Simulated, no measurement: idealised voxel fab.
process module | voxel self aligned vias
In the cross-section labelled cut, the width is 210 nm and each square cell is 5 nm.
In this document a cross-section is written as a grid of square cells. It is given as a series of bands, listed from the top down, and a band is one or more rows of cells. Look at the band entry: it leads with the top's height and the bottom's height in nm. Then it lists the materials left to right, with a width in nm for each. The word "edge to edge" on a single material says that material fills the band edge to edge. The word "empty" is empty space. Height reference: 0 = level under which incoming wafer is all one material. Lowest band: no bottom, runs on downward, e.g. "from 0 down". With a width like "30 to 40", each row of cells in the band differs from the next by the same amount, the top row carrying the first number and the bottom row the second. What does "nothing altered" mean for a step? It means no cell of the cross-section changed in that step. Enclosed empty spaces: empty space of 8 cells or more with no open way to the top, each as width x height at its distance from the left edge, in nm. after a step's settings: what the simulator itself notes on the step. For masked steps, "overlay nm" on the step line gives how far right of plan the mask actually lay; a minus sign means it lay to the left.

[The planned process steps are enumerated hereunder]
| 1 | RECEIVE, material Si |
| 2 | CONFORMAL_DEP, material SiO2, thk nm 10 |
| 3 | CONFORMAL_DEP, material SiCN, thk nm 5 |
| 4 | DIRECTIONAL_DEP, material lowk, thk nm 25 |
| 5 | PATTERN, tone open, mask id LINES, material resist, width nm 25, pitch nm 55, thk nm 15, overlay nm 0 |
| 6 | DIRECTIONAL_ETCH, etch materials lowk, depth nm 25 |
| 7 | STRIP, etch materials resist |
| 8 | CONFORMAL_DEP, material TiN, thk nm 5 |
| 9 | FILL_DEP, material Ru, thk nm 5 |
| 10 | CMP, height nm 40 |
| 11 | SELECTIVE_ETCH, etch materials W Ru TiN, depth nm 10 |
| 12 | FILL_DEP, material SiN, thk nm 5 |
| 13 | CMP, height nm 40 |
| 14 | DIRECTIONAL_DEP, material lowk, thk nm 20 |
| 15 | MASKED_ETCH, tone open, mask id VIAS, width nm 35, pitch nm 55, etch materials lowk, depth nm 20, overlay nm 0 |
| 16 | MASKED_ETCH, tone open, mask id VIAS, width nm 35, pitch nm 55, etch materials SiN, depth nm 10, overlay nm 0 |
| 17 | CONFORMAL_DEP, material TiN, thk nm 5 |
| 18 | FILL_DEP, material Ru, thk nm 5 |
| 19 | CMP, height nm 60 |
| 20 | CONFORMAL_DEP, material SiN, thk nm 5 |

[Cross-section of the wafer at receipt, which is the condition after step 1]
from 0 down: Si edge to edge
Enclosed empty spaces: none

[Wafer cross-section at end of module: start and plan as shown above, one execution error]
from 65 to 60: SiN edge to edge
from 60 to 45: lowk 30 nm | TiN 5 nm | Ru 25 nm | TiN 5 nm | lowk 20 nm | TiN 5 nm | Ru 25 nm | TiN 5 nm | lowk 20 nm | TiN 5 nm | Ru 25 nm | TiN 5 nm | lowk 35 nm
from 45 to 40: lowk 30 nm | TiN 15 nm | Ru 10 nm | TiN 10 nm | lowk 20 nm | TiN 15 nm | Ru 10 nm | TiN 10 nm | lowk 20 nm | TiN 15 nm | Ru 10 nm | TiN 10 nm | lowk 35 nm
from 40 to 35: lowk 35 nm | SiN 5 nm | TiN 5 nm | Ru 10 nm | TiN 5 nm | lowk 30 nm | SiN 5 nm | TiN 5 nm | Ru 10 nm | TiN 5 nm | lowk 30 nm | SiN 5 nm | TiN 5 nm | Ru 10 nm | TiN 5 nm | lowk 40 nm
from 35 to 30: lowk 35 nm | SiN 5 nm | TiN 20 nm | lowk 30 nm | SiN 5 nm | TiN 20 nm | lowk 30 nm | SiN 5 nm | TiN 20 nm | lowk 40 nm
from 30 to 20: lowk 35 nm | TiN 5 nm | Ru 15 nm | TiN 5 nm | lowk 30 nm | TiN 5 nm | Ru 15 nm | TiN 5 nm | lowk 30 nm | TiN 5 nm | Ru 15 nm | TiN 5 nm | lowk 40 nm
from 20 to 15: lowk 35 nm | TiN 25 nm | lowk 30 nm | TiN 25 nm | lowk 30 nm | TiN 25 nm | lowk 40 nm
from 15 to 10: SiCN edge to edge
from 10 to 0: SiO2 edge to edge
from 0 down: Si edge to edge
Enclosed empty spaces: none
Processing error: contrary to plan, step 16 was performed as MASKED_ETCH, tone open, mask id VIAS, width nm 35, pitch nm 55, etch materials SiN, depth nm 10, overlay nm 10
